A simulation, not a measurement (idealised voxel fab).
The process module that follows is named voxel capacitor over wiring.
Xsec cut, 235 nm wide, square cell size 5 nm.
Cross-section spec: square-cell grid; bands listed top down; each band is one or more rows.
Band: top height; bottom height; in nm. Then, left to right: material with width in nm, for each material. "throughout": a single material spanning edge to edge. "empty": empty space.
Heights from 0 (as-received wafer is one material below). Bottom band endless downward, as "0 -> down".
So if you see something like "30->40" for the width, read it as the top row of the band sitting at the first number and the bottom row at the second, with every row in between moving by the same amount as the last.
"changes: none" means the step left every cell of the cross-section as it was.
In the "Closed void table" entry, you get each enclosed empty space of 8 cells or more, one with no open way to the top, written width x height at distance, distance from the left edge, in nm.
Step line, after settings: the simulator's comment on this step.
A step line may carry the setting "overlay nm", which, for steps involving a mask, states the distance by which the mask lay to the right of its intended position; negative values denote displacement to the left.

### Process steps foreseen in the plan
1. RECEIVE,material Si
2. CONFORMAL_DEP,material SiO2,thk nm 15
3. CONFORMAL_DEP,material SiN,thk nm 5
4. DIRECTIONAL_DEP,material SiO2,thk nm 15
5. DIRECTIONAL_DEP,material aC,thk nm 10
6. PATTERN,tone open,mask id METAL_1,material resist,width nm 25,pitch nm 90,thk nm 30,overlay nm 0
7. DIRECTIONAL_ETCH,etch materials aC,depth nm 10
8. STRIP,etch materials resist
9. DIRECTIONAL_ETCH,etch materials SiO2,depth nm 15
10. DIRECTIONAL_ETCH,etch materials SiN,depth nm 5
11. STRIP,etch materials aC
12. CONFORMAL_DEP,material TiN,thk nm 5
13. FILL_DEP,material Cu,thk nm 5
14. CMP,height nm 35
15. EPI,material Ru,thk nm 5
16. FILL_DEP,material SiCN,thk nm 5
17. DIRECTIONAL_DEP,material lowk,thk nm 15
18. DIRECTIONAL_DEP,material aC,thk nm 10
19. PATTERN,tone open,mask id PLUG_1,material resist,width nm 15,thk nm 30,overlay nm 0
20. DIRECTIONAL_ETCH,etch materials aC,depth nm 10
21. STRIP,etch materials resist
22. DIRECTIONAL_ETCH,etch materials lowk,depth nm 15
23. DIRECTIONAL_ETCH,etch materials SiCN,depth nm 5
24. STRIP,etch materials aC
25. EPI,material Ru,thk nm 10
26. EPI,material Ru,thk nm 10
27. DIRECTIONAL_DEP,material TiN,thk nm 5
28. DIRECTIONAL_DEP,material Al2O3,thk nm 5
29. DIRECTIONAL_DEP,material TiN,thk nm 10
30. MASKED_ETCH,tone cover,mask id UPPER_PLATE,width nm 70,etch materials TiN,depth nm 10,overlay nm 0
31. MASKED_ETCH,tone cover,mask id UPPER_PLATE,width nm 70,etch materials Al2O3,depth nm 5,overlay nm 0
32. DIRECTIONAL_DEP,material aC,thk nm 15
33. PATTERN,tone cover,mask id LOWER_PLATE,material resist,width nm 80,thk nm 35,overlay nm 0
34. DIRECTIONAL_ETCH,etch materials aC,depth nm 15
35. STRIP,etch materials resist
36. DIRECTIONAL_ETCH,etch materials TiN,depth nm 5
37. STRIP,etch materials aC
38. FILL_DEP,material SiO2,thk nm 15
39. CMP,height nm 90
40. DIRECTIONAL_DEP,material aC,thk nm 15
41. PATTERN,tone open,mask id PLUG_2,material resist,width nm 15,thk nm 35,overlay nm 0
42. DIRECTIONAL_ETCH,etch materials aC,depth nm 15
43. STRIP,etch materials resist
44. DIRECTIONAL_ETCH,etch materials SiO2,depth nm 10
45. STRIP,etch materials aC
46. CONFORMAL_DEP,material TiN,thk nm 5
47. FILL_DEP,material Ru,thk nm 5
48. CMP,height nm 90
49. CONFORMAL_DEP,material SiCN,thk nm 5

### First out of two wafers; run went to plan

### Wafer at receipt (post step 1), cross-section
0 -> down  Si throughout
Closed void table: none

### The wafer in cross-section once step 2 is complete
15 -> 0  SiO2 throughout
Beneath the level 0, the cross-section is identical to its previous state.

### The wafer in cross-section once step 3 is complete
20 -> 15  SiN throughout
Beneath the level 15, the cross-section is identical to its previous state.

### The wafer in cross-section once step 4 is complete
35 -> 20  SiO2 throughout
Beneath the level 20, the cross-section is identical to its previous state.

### The wafer in cross-section once step 5 is complete
45 -> 35  aC throughout
Beneath the level 35, the cross-section is identical to its previous state.

### The wafer in cross-section once step 6 is complete
75 -> 45  resist 60; empty 25; resist 65; empty 25; resist 60
Beneath the level 45, the cross-section is identical to its previous state.

### The wafer in cross-section once step 7 is complete
65 -> 45  resist 60; empty 25; resist 65; empty 25; resist 60
45 -> 35  aC 60; empty 25; aC 65; empty 25; aC 60
Beneath the level 35, the cross-section is identical to its previous state.

### The wafer in cross-section once step 8 is complete
45 -> 35  aC 60; empty 25; aC 65; empty 25; aC 60
Beneath the level 35, the cross-section is identical to its previous state.

### The wafer in cross-section once step 9 is complete
45 -> 35  aC 60; empty 25; aC 65; empty 25; aC 60
35 -> 20  SiO2 60; empty 25; SiO2 65; empty 25; SiO2 60
Beneath the level 20, the cross-section is identical to its previous state.

### The wafer in cross-section once step 10 is complete
45 -> 35  aC 60; empty 25; aC 65; empty 25; aC 60
35 -> 20  SiO2 60; empty 25; SiO2 65; empty 25; SiO2 60
20 -> 15  SiN 60; empty 25; SiN 65; empty 25; SiN 60
Beneath the level 15, the cross-section is identical to its previous state.

### The wafer in cross-section once step 11 is complete
35 -> 20  SiO2 60; empty 25; SiO2 65; empty 25; SiO2 60
Beneath the level 20, the cross-section is identical to its previous state.

### The wafer in cross-section once step 12 is complete
40 -> 35  TiN 65; empty 15; TiN 75; empty 15; TiN 65
35 -> 20  SiO2 60; TiN 5; empty 15; TiN 5; SiO2 65; TiN 5; empty 15; TiN 5; SiO2 60
20 -> 15  SiN 60; TiN 25; SiN 65; TiN 25; SiN 60
Beneath the level 15, the cross-section is identical to its previous state.

### The wafer in cross-section once step 13 is complete
45 -> 40  Cu throughout
40 -> 35  TiN 65; Cu 15; TiN 75; Cu 15; TiN 65
35 -> 20  SiO2 60; TiN 5; Cu 15; TiN 5; SiO2 65; TiN 5; Cu 15; TiN 5; SiO2 60
Beneath the level 20, the cross-section is identical to its previous state.

### The wafer in cross-section once step 14 is complete
35 -> 20  SiO2 60; TiN 5; Cu 15; TiN 5; SiO2 65; TiN 5; Cu 15; TiN 5; SiO2 60
Beneath the level 20, the cross-section is identical to its previous state.

### The wafer in cross-section once step 15 is complete
40 -> 35  empty 55; Ru 35; empty 55; Ru 35; empty 55
Beneath the level 35, the cross-section is identical to its previous state.

### The wafer in cross-section once step 16 is complete
45 -> 40  SiCN throughout
40 -> 35  SiCN 55; Ru 35; SiCN 55; Ru 35; SiCN 55
Beneath the level 35, the cross-section is identical to its previous state.

### The wafer in cross-section once step 17 is complete
60 -> 45  lowk throughout
Beneath the level 45, the cross-section is identical to its previous state.

### The wafer in cross-section once step 18 is complete
70 -> 60  aC throughout
Beneath the level 60, the cross-section is identical to its previous state.

### The wafer in cross-section once step 19 is complete
100 -> 70  resist 70; empty 15; resist 150
Beneath the level 70, the cross-section is identical to its previous state.

### The wafer in cross-section once step 20 is complete
90 -> 70  resist 70; empty 15; resist 150
70 -> 60  aC 70; empty 15; aC 150
Beneath the level 60, the cross-section is identical to its previous state.

### The wafer in cross-section once step 21 is complete
70 -> 60  aC 70; empty 15; aC 150
Beneath the level 60, the cross-section is identical to its previous state.

### The wafer in cross-section once step 22 is complete
70 -> 60  aC 70; empty 15; aC 150
60 -> 45  lowk 70; empty 15; lowk 150
Beneath the level 45, the cross-section is identical to its previous state.

### The wafer in cross-section once step 23 is complete
70 -> 60  aC 70; empty 15; aC 150
60 -> 45  lowk 70; empty 15; lowk 150
45 -> 40  SiCN 70; empty 15; SiCN 150
Beneath the level 40, the cross-section is identical to its previous state.

### The wafer in cross-section once step 24 is complete
60 -> 45  lowk 70; empty 15; lowk 150
Beneath the level 45, the cross-section is identical to its previous state.

### The wafer in cross-section once step 25 is complete
60 -> 50  lowk 70; empty 15; lowk 150
50 -> 45  lowk 70; Ru 15; lowk 150
45 -> 40  SiCN 70; Ru 15; SiCN 150
Beneath the level 40, the cross-section is identical to its previous state.

### The wafer in cross-section once step 26 is complete
60 -> 45  lowk 70; Ru 15; lowk 150
Beneath the level 45, the cross-section is identical to its previous state.

### The wafer in cross-section once step 27 is complete
65 -> 60  TiN throughout
Beneath the level 60, the cross-section is identical to its previous state.

### The wafer in cross-section once step 28 is complete
70 -> 65  Al2O3 throughout
Beneath the level 65, the cross-section is identical to its previous state.

### The wafer in cross-section once step 29 is complete
80 -> 70  TiN throughout
Beneath the level 70, the cross-section is identical to its previous state.

### The wafer in cross-section once step 30 is complete
80 -> 70  empty 70; TiN 70; empty 95
Beneath the level 70, the cross-section is identical to its previous state.

### The wafer in cross-section once step 31 is complete
80 -> 70  empty 70; TiN 70; empty 95
70 -> 65  empty 70; Al2O3 70; empty 95
Beneath the level 65, the cross-section is identical to its previous state.

### The wafer in cross-section once step 32 is complete
95 -> 80  empty 70; aC 70; empty 95
80 -> 70  aC 70; TiN 70; aC 95
70 -> 65  aC 70; Al2O3 70; aC 95
Beneath the level 65, the cross-section is identical to its previous state.

### The wafer in cross-section once step 33 is complete
130 -> 95  empty 65; resist 80; empty 90
95 -> 80  empty 65; resist 5; aC 70; resist 5; empty 90
Beneath the level 80, the cross-section is identical to its previous state.

### The wafer in cross-section once step 34 is complete
115 -> 95  empty 65; resist 80; empty 90
95 -> 80  empty 65; resist 5; aC 70; resist 5; empty 90
80 -> 70  empty 65; aC 5; TiN 70; aC 5; empty 90
70 -> 65  empty 65; aC 5; Al2O3 70; aC 5; empty 90
Beneath the level 65, the cross-section is identical to its previous state.

### The wafer in cross-section once step 35 is complete
95 -> 80  empty 70; aC 70; empty 95
Beneath the level 80, the cross-section is identical to its previous state.

### The wafer in cross-section once step 36 is complete
95 -> 80  empty 70; aC 70; empty 95
80 -> 70  empty 65; aC 5; TiN 70; aC 5; empty 90
70 -> 65  empty 65; aC 5; Al2O3 70; aC 5; empty 90
65 -> 60  empty 65; TiN 80; empty 90
Beneath the level 60, the cross-section is identical to its previous state.

### The wafer in cross-section once step 37 is complete
80 -> 70  empty 70; TiN 70; empty 95
70 -> 65  empty 70; Al2O3 70; empty 95
Beneath the level 65, the cross-section is identical to its previous state.

### The wafer in cross-section once step 38 is complete
95 -> 80  SiO2 throughout
80 -> 70  SiO2 70; TiN 70; SiO2 95
70 -> 65  SiO2 70; Al2O3 70; SiO2 95
65 -> 60  SiO2 65; TiN 80; SiO2 90
Beneath the level 60, the cross-section is identical to its previous state.

### The wafer in cross-section once step 39 is complete
90 -> 80  SiO2 throughout
Beneath the level 80, the cross-section is identical to its previous state.

### The wafer in cross-section once step 40 is complete
105 -> 90  aC throughout
Beneath the level 90, the cross-section is identical to its previous state.

### The wafer in cross-section once step 41 is complete
140 -> 105  resist 80; empty 15; resist 140
Beneath the level 105, the cross-section is identical to its previous state.

### The wafer in cross-section once step 42 is complete
125 -> 105  resist 80; empty 15; resist 140
105 -> 90  aC 80; empty 15; aC 140
Beneath the level 90, the cross-section is identical to its previous state.

### The wafer in cross-section once step 43 is complete
105 -> 90  aC 80; empty 15; aC 140
Beneath the level 90, the cross-section is identical to its previous state.

### The wafer in cross-section once step 44 is complete
105 -> 90  aC 80; empty 15; aC 140
90 -> 80  SiO2 80; empty 15; SiO2 140
Beneath the level 80, the cross-section is identical to its previous state.

### The wafer in cross-section once step 45 is complete
90 -> 80  SiO2 80; empty 15; SiO2 140
Beneath the level 80, the cross-section is identical to its previous state.

### The wafer in cross-section once step 46 is complete
95 -> 90  TiN 85; empty 5; TiN 145
90 -> 85  SiO2 80; TiN 5; empty 5; TiN 5; SiO2 140
85 -> 80  SiO2 80; TiN 15; SiO2 140
Beneath the level 80, the cross-section is identical to its previous state.

### The wafer in cross-section once step 47 is complete
100 -> 95  Ru throughout
95 -> 90  TiN 85; Ru 5; TiN 145
90 -> 85  SiO2 80; TiN 5; Ru 5; TiN 5; SiO2 140
Beneath the level 85, the cross-section is identical to its previous state.

### The wafer in cross-section once step 48 is complete
90 -> 85  SiO2 80; TiN 5; Ru 5; TiN 5; SiO2 140
Beneath the level 85, the cross-section is identical to its previous state.

### The wafer in cross-section once step 49 is complete
95 -> 90  SiCN throughout
Beneath the level 90, the cross-section is identical to its previous state.

### It is to be noted that the second wafer proceeded from the same initial state and according to the same plan as the first, although one mistake was committed in its execution; through step 1, inclusive, the two wafers share an identical history

### Second wafer profile in section, at the moment step 2 of the plan was meant to be complete
15 -> 0  TiN throughout
Beneath the level 0, the cross-section is identical to its previous state.

### Second wafer profile in section, at the moment step 3 of the plan was meant to be complete
20 -> 15  SiN throughout
Beneath the level 15, the cross-section is identical to its previous state.

### Second wafer profile in section, at the moment step 4 of the plan was meant to be complete
35 -> 20  SiO2 throughout
Beneath the level 20, the cross-section is identical to its previous state.

### Second wafer profile in section, at the moment step 5 of the plan was meant to be complete
45 -> 35  aC throughout
Beneath the level 35, the cross-section is identical to its previous state.

### Second wafer profile in section, at the moment step 6 of the plan was meant to be complete
75 -> 45  resist 60; empty 25; resist 65; empty 25; resist 60
Beneath the level 45, the cross-section is identical to its previous state.

### Second wafer profile in section, at the moment step 7 of the plan was meant to be complete
65 -> 45  resist 60; empty 25; resist 65; empty 25; resist 60
45 -> 35  aC 60; empty 25; aC 65; empty 25; aC 60
Beneath the level 35, the cross-section is identical to its previous state.

### Second wafer profile in section, at the moment step 8 of the plan was meant to be complete
45 -> 35  aC 60; empty 25; aC 65; empty 25; aC 60
Beneath the level 35, the cross-section is identical to its previous state.

### Second wafer profile in section, at the moment step 9 of the plan was meant to be complete
45 -> 35  aC 60; empty 25; aC 65; empty 25; aC 60
35 -> 20  SiO2 60; empty 25; SiO2 65; empty 25; SiO2 60
Beneath the level 20, the cross-section is identical to its previous state.

### Second wafer profile in section, at the moment step 10 of the plan was meant to be complete
45 -> 35  aC 60; empty 25; aC 65; empty 25; aC 60
35 -> 20  SiO2 60; empty 25; SiO2 65; empty 25; SiO2 60
20 -> 15  SiN 60; empty 25; SiN 65; empty 25; SiN 60
Beneath the level 15, the cross-section is identical to its previous state.

### Second wafer profile in section, at the moment step 11 of the plan was meant to be complete
35 -> 20  SiO2 60; empty 25; SiO2 65; empty 25; SiO2 60
Beneath the level 20, the cross-section is identical to its previous state.

### Second wafer profile in section, at the moment step 12 of the plan was meant to be complete
40 -> 35  TiN 65; empty 15; TiN 75; empty 15; TiN 65
35 -> 20  SiO2 60; TiN 5; empty 15; TiN 5; SiO2 65; TiN 5; empty 15; TiN 5; SiO2 60
20 -> 15  SiN 60; TiN 25; SiN 65; TiN 25; SiN 60
Beneath the level 15, the cross-section is identical to its previous state.

### Second wafer profile in section, at the moment step 13 of the plan was meant to be complete
45 -> 40  Cu throughout
40 -> 35  TiN 65; Cu 15; TiN 75; Cu 15; TiN 65
35 -> 20  SiO2 60; TiN 5; Cu 15; TiN 5; SiO2 65; TiN 5; Cu 15; TiN 5; SiO2 60
Beneath the level 20, the cross-section is identical to its previous state.

### Second wafer profile in section, at the moment step 14 of the plan was meant to be complete
35 -> 20  SiO2 60; TiN 5; Cu 15; TiN 5; SiO2 65; TiN 5; Cu 15; TiN 5; SiO2 60
Beneath the level 20, the cross-section is identical to its previous state.

### Second wafer profile in section, at the moment step 15 of the plan was meant to be complete
40 -> 35  empty 55; Ru 35; empty 55; Ru 35; empty 55
Beneath the level 35, the cross-section is identical to its previous state.

### Second wafer profile in section, at the moment step 16 of the plan was meant to be complete
45 -> 40  SiCN throughout
40 -> 35  SiCN 55; Ru 35; SiCN 55; Ru 35; SiCN 55
Beneath the level 35, the cross-section is identical to its previous state.

### Second wafer profile in section, at the moment step 17 of the plan was meant to be complete
60 -> 45  lowk throughout
Beneath the level 45, the cross-section is identical to its previous state.

### Second wafer profile in section, at the moment step 18 of the plan was meant to be complete
70 -> 60  aC throughout
Beneath the level 60, the cross-section is identical to its previous state.

### Second wafer profile in section, at the moment step 19 of the plan was meant to be complete
100 -> 70  resist 70; empty 15; resist 150
Beneath the level 70, the cross-section is identical to its previous state.

### Second wafer profile in section, at the moment step 20 of the plan was meant to be complete
90 -> 70  resist 70; empty 15; resist 150
70 -> 60  aC 70; empty 15; aC 150
Beneath the level 60, the cross-section is identical to its previous state.

### Second wafer profile in section, at the moment step 21 of the plan was meant to be complete
70 -> 60  aC 70; empty 15; aC 150
Beneath the level 60, the cross-section is identical to its previous state.

### Second wafer profile in section, at the moment step 22 of the plan was meant to be complete
70 -> 60  aC 70; empty 15; aC 150
60 -> 45  lowk 70; empty 15; lowk 150
Beneath the level 45, the cross-section is identical to its previous state.

### Second wafer profile in section, at the moment step 23 of the plan was meant to be complete
70 -> 60  aC 70; empty 15; aC 150
60 -> 45  lowk 70; empty 15; lowk 150
45 -> 40  SiCN 70; empty 15; SiCN 150
Beneath the level 40, the cross-section is identical to its previous state.

### Second wafer profile in section, at the moment step 24 of the plan was meant to be complete
60 -> 45  lowk 70; empty 15; lowk 150
Beneath the level 45, the cross-section is identical to its previous state.

### Second wafer profile in section, at the moment step 25 of the plan was meant to be complete
60 -> 50  lowk 70; empty 15; lowk 150
50 -> 45  lowk 70; Ru 15; lowk 150
45 -> 40  SiCN 70; Ru 15; SiCN 150
Beneath the level 40, the cross-section is identical to its previous state.

### Second wafer profile in section, at the moment step 26 of the plan was meant to be complete
60 -> 45  lowk 70; Ru 15; lowk 150
Beneath the level 45, the cross-section is identical to its previous state.

### Second wafer profile in section, at the moment step 27 of the plan was meant to be complete
65 -> 60  TiN throughout
Beneath the level 60, the cross-section is identical to its previous state.

### Second wafer profile in section, at the moment step 28 of the plan was meant to be complete
70 -> 65  Al2O3 throughout
Beneath the level 65, the cross-section is identical to its previous state.

### Second wafer profile in section, at the moment step 29 of the plan was meant to be complete
80 -> 70  TiN throughout
Beneath the level 70, the cross-section is identical to its previous state.

### Second wafer profile in section, at the moment step 30 of the plan was meant to be complete
80 -> 70  empty 70; TiN 70; empty 95
Beneath the level 70, the cross-section is identical to its previous state.

### Second wafer profile in section, at the moment step 31 of the plan was meant to be complete
80 -> 70  empty 70; TiN 70; empty 95
70 -> 65  empty 70; Al2O3 70; empty 95
Beneath the level 65, the cross-section is identical to its previous state.

### Second wafer profile in section, at the moment step 32 of the plan was meant to be complete
95 -> 80  empty 70; aC 70; empty 95
80 -> 70  aC 70; TiN 70; aC 95
70 -> 65  aC 70; Al2O3 70; aC 95
Beneath the level 65, the cross-section is identical to its previous state.

### Second wafer profile in section, at the moment step 33 of the plan was meant to be complete
130 -> 95  empty 65; resist 80; empty 90
95 -> 80  empty 65; resist 5; aC 70; resist 5; empty 90
Beneath the level 80, the cross-section is identical to its previous state.

### Second wafer profile in section, at the moment step 34 of the plan was meant to be complete
115 -> 95  empty 65; resist 80; empty 90
95 -> 80  empty 65; resist 5; aC 70; resist 5; empty 90
80 -> 70  empty 65; aC 5; TiN 70; aC 5; empty 90
70 -> 65  empty 65; aC 5; Al2O3 70; aC 5; empty 90
Beneath the level 65, the cross-section is identical to its previous state.

### Second wafer profile in section, at the moment step 35 of the plan was meant to be complete
95 -> 80  empty 70; aC 70; empty 95
Beneath the level 80, the cross-section is identical to its previous state.

### Second wafer profile in section, at the moment step 36 of the plan was meant to be complete
95 -> 80  empty 70; aC 70; empty 95
80 -> 70  empty 65; aC 5; TiN 70; aC 5; empty 90
70 -> 65  empty 65; aC 5; Al2O3 70; aC 5; empty 90
65 -> 60  empty 65; TiN 80; empty 90
Beneath the level 60, the cross-section is identical to its previous state.

### Second wafer profile in section, at the moment step 37 of the plan was meant to be complete
80 -> 70  empty 70; TiN 70; empty 95
70 -> 65  empty 70; Al2O3 70; empty 95
Beneath the level 65, the cross-section is identical to its previous state.

### Second wafer profile in section, at the moment step 38 of the plan was meant to be complete
95 -> 80  SiO2 throughout
80 -> 70  SiO2 70; TiN 70; SiO2 95
70 -> 65  SiO2 70; Al2O3 70; SiO2 95
65 -> 60  SiO2 65; TiN 80; SiO2 90
Beneath the level 60, the cross-section is identical to its previous state.

### Second wafer profile in section, at the moment step 39 of the plan was meant to be complete
90 -> 80  SiO2 throughout
Beneath the level 80, the cross-section is identical to its previous state.

### Second wafer profile in section, at the moment step 40 of the plan was meant to be complete
105 -> 90  aC throughout
Beneath the level 90, the cross-section is identical to its previous state.

### Second wafer profile in section, at the moment step 41 of the plan was meant to be complete
140 -> 105  resist 80; empty 15; resist 140
Beneath the level 105, the cross-section is identical to its previous state.

### Second wafer profile in section, at the moment step 42 of the plan was meant to be complete
125 -> 105  resist 80; empty 15; resist 140
105 -> 90  aC 80; empty 15; aC 140
Beneath the level 90, the cross-section is identical to its previous state.

### Second wafer profile in section, at the moment step 43 of the plan was meant to be complete
105 -> 90  aC 80; empty 15; aC 140
Beneath the level 90, the cross-section is identical to its previous state.

### Second wafer profile in section, at the moment step 44 of the plan was meant to be complete
105 -> 90  aC 80; empty 15; aC 140
90 -> 80  SiO2 80; empty 15; SiO2 140
Beneath the level 80, the cross-section is identical to its previous state.

### Second wafer profile in section, at the moment step 45 of the plan was meant to be complete
90 -> 80  SiO2 80; empty 15; SiO2 140
Beneath the level 80, the cross-section is identical to its previous state.

### Second wafer profile in section, at the moment step 46 of the plan was meant to be complete
95 -> 90  TiN 85; empty 5; TiN 145
90 -> 85  SiO2 80; TiN 5; empty 5; TiN 5; SiO2 140
85 -> 80  SiO2 80; TiN 15; SiO2 140
Beneath the level 80, the cross-section is identical to its previous state.

### Second wafer profile in section, at the moment step 47 of the plan was meant to be complete
100 -> 95  Ru throughout
95 -> 90  TiN 85; Ru 5; TiN 145
90 -> 85  SiO2 80; TiN 5; Ru 5; TiN 5; SiO2 140
Beneath the level 85, the cross-section is identical to its previous state.

### Second wafer profile in section, at the moment step 48 of the plan was meant to be complete
90 -> 85  SiO2 80; TiN 5; Ru 5; TiN 5; SiO2 140
Beneath the level 85, the cross-section is identical to its previous state.

### Second wafer profile in section, at the moment step 49 of the plan was meant to be complete
95 -> 90  SiCN throughout
Beneath the level 90, the cross-section is identical to its previous state.
Want to know what went wrong? planned and actual differ for step 2; actual: CONFORMAL_DEP,material TiN,thk nm 15
Per the end-of-run cell counts, the second wafer holds more or fewer of some materials than the first: SiO2: 141 fewer | TiN: 141 more
